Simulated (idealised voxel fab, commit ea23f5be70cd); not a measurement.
Process module under the name voxel double patterning
Square cells of 5 nm make up the cross-section cut, whose width is 295 nm.
A cross-section is written here as square cells arranged in a grid, and it is given in bands from the top down, each band taking up one or more rows of cells.
The band entry comprises the height of the band's top followed by the height of its bottom, expressed in nm, and subsequently the band's materials from left to right, each stated together with its width in nm. Where a single material is marked with the word "everywhere", that material fills the band from edge to edge. The word "empty" represents empty space.
The reference from which all heights are counted is 0, the level beneath which the as-received wafer is entirely one material; the lowest band, having no lower bound, proceeds downward and is written after the example "0 -> down".
A width given as "30 to 40" starts at the first number in the band's top row and ends at the second number in its bottom row, shifting by an equal amount at every step from row to row.
Any step labelled "no modifications" changed none of the cells in the cross-section.
Listed in "Sealed void list": every empty space of 8 or more cells without an open way to the top. Form: width x height at distance, the distance being from the left edge, all in nm.
Text after the settings on a step's line: the simulator's own remark on that step.
The "overlay nm" setting may appear on a step's line; for a step that uses a mask, it gives how far to the right of its planned position the mask lay, and a negative value indicates the left.
## Planned step list for the process
1. RECEIVE | material Si
2. CONFORMAL_DEP | material SiN | thk nm 10
3. DIRECTIONAL_DEP | material SiO2 | thk nm 20
4. DIRECTIONAL_DEP | material SiCN | thk nm 10
5. PATTERN | tone open | mask id FIRST | material resist | width nm 15 | pitch nm 50 | thk nm 15 | overlay nm 0
6. DIRECTIONAL_ETCH | etch materials SiCN | depth nm 10
7. STRIP | etch materials resist
8. DIRECTIONAL_DEP | material aC | thk nm 15
9. PATTERN | tone open | mask id SECOND | material resist | width nm 15 | thk nm 35 | overlay nm 0
10. DIRECTIONAL_ETCH | etch materials aC | depth nm 15
11. STRIP | etch materials resist
12. DIRECTIONAL_ETCH | etch materials SiCN | depth nm 10
13. STRIP | etch materials aC
14. DIRECTIONAL_ETCH | etch materials SiO2 | depth nm 20
15. STRIP | etch materials SiCN
## As-received state of the wafer in cross-section, equivalent to post-step 1
0 -> down | Si everywhere
Sealed void list: none
## First of two wafers, end-of-module section, run followed plan
30 -> 10 | SiO2=115; empty=15; SiO2=10; empty=15; SiO2=10; empty=15; SiO2=115
10 -> 0 | SiN everywhere
0 -> down | Si everywhere
Sealed void list: none
## Second wafer of the two, sectioned at the end of the module. It began like the first and followed the same plan, but one mistake was made while running it
30 -> 10 | empty=140; SiO2=15; empty=140
10 -> 0 | SiN everywhere
0 -> down | Si everywhere
Sealed void list: none
Where did the run depart from the plan? contrary to plan, step 9 was performed as PATTERN | tone cover | mask id SECOND | material resist | width nm 15 | thk nm 35 | overlay nm 0
Upon completion, the second wafer contains, in terms of cells, a greater or smaller amount of certain materials than the first wafer: SiO2: 188 fewer
